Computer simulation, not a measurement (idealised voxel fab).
This is a process module. Its name is voxel self aligned vias.
190 nm wide, 5 nm square cells: that's cross-section cut.
Cross-section, as written here: a square-cell grid given band by band from the top down, where a band holds one or more rows of cells.
First you get the band's top height and its bottom height, in nm, and then the materials it's made of, left to right, with each width in nm. If you see a single material with "throughout", that one covers the band edge to edge. "air" is empty space.
Heads up on the height convention: 0 is the point under which the incoming wafer is all one material, and the lowest band has no bottom, it just keeps going down, like "0..down".
Graded width ("30..40"): value in top row of band = first number; value in bottom row = second number; row-to-row change constant.
"nothing was modified" for a step: no cell of the cross-section changed in that step.
Sealed-off cavities: empty space of 8 cells or more with no open way to the top, each as width x height at its distance from the left edge, in nm
What comes after the settings on a step's line is commentary from the simulator itself on that step.
On any step carrying a mask, the "overlay nm" setting, if present on the step's line, tells how far right of its planned place the mask lay; negative values point to the left.
# The planned process steps are enumerated hereunder
- 1: RECEIVE | material Si
- 2: CONFORMAL_DEP | material SiO2 | thk nm 15
- 3: CONFORMAL_DEP | material SiCN | thk nm 5
- 4: DIRECTIONAL_DEP | material SiO2 | thk nm 30
- 5: PATTERN | tone open | mask id LINES | material resist | width nm 20 | pitch nm 60 | thk nm 20 | overlay nm 0
- 6: DIRECTIONAL_ETCH | etch materials SiO2 | depth nm 30
- 7: STRIP | etch materials resist
- 8: CONFORMAL_DEP | material TiN | thk nm 5
- 9: FILL_DEP | material Ru | thk nm 10
- 10: CMP | height nm 50
- 11: SELECTIVE_ETCH | etch materials W Ru TiN | depth nm 5
- 12: FILL_DEP | material SiN | thk nm 10
- 13: CMP | height nm 50
- 14: DIRECTIONAL_DEP | material SiO2 | thk nm 15
- 15: PATTERN | tone open | mask id VIAS | material resist | width nm 40 | thk nm 15 | overlay nm 0
- 16: DIRECTIONAL_ETCH | etch materials SiO2 | depth nm 15
- 17: DIRECTIONAL_ETCH | etch materials SiN | depth nm 5
- 18: STRIP | etch materials resist
- 19: CONFORMAL_DEP | material TiN | thk nm 5
- 20: FILL_DEP | material Ru | thk nm 5
- 21: CMP | height nm 65
- 22: CONFORMAL_DEP | material SiN | thk nm 5
# Cross-section of the wafer as it came to us, i.e., already through step 1
  0..down | Si throughout
  Sealed-off cavities: none
# Post-module cross-section: identical start and plan to those above, one misstep in execution
  70..65 | SiN throughout
  65..55 | 50 of SiO2; 5 of TiN; 30 of Ru; 5 of TiN; 100 of SiO2
  55..50 | 50 of SiO2; 10 of TiN; 10 of Ru; 20 of TiN; 100 of SiO2
  50..45 | 55 of SiO2; 20 of TiN; 40 of SiO2; 20 of SiN; 55 of SiO2
  45..25 | 55 of SiO2; 5 of TiN; 10 of Ru; 5 of TiN; 40 of SiO2; 5 of TiN; 10 of Ru; 5 of TiN; 55 of SiO2
  25..20 | 55 of SiO2; 20 of TiN; 40 of SiO2; 20 of TiN; 55 of SiO2
  20..15 | SiCN throughout
  15..0 | SiO2 throughout
  0..down | Si throughout
  Sealed-off cavities: none
The mistake made against the process plan was this: note that step 15 departed from the planned setting and was carried out as PATTERN | tone open | mask id VIAS | material resist | width nm 40 | thk nm 15 | overlay nm 5
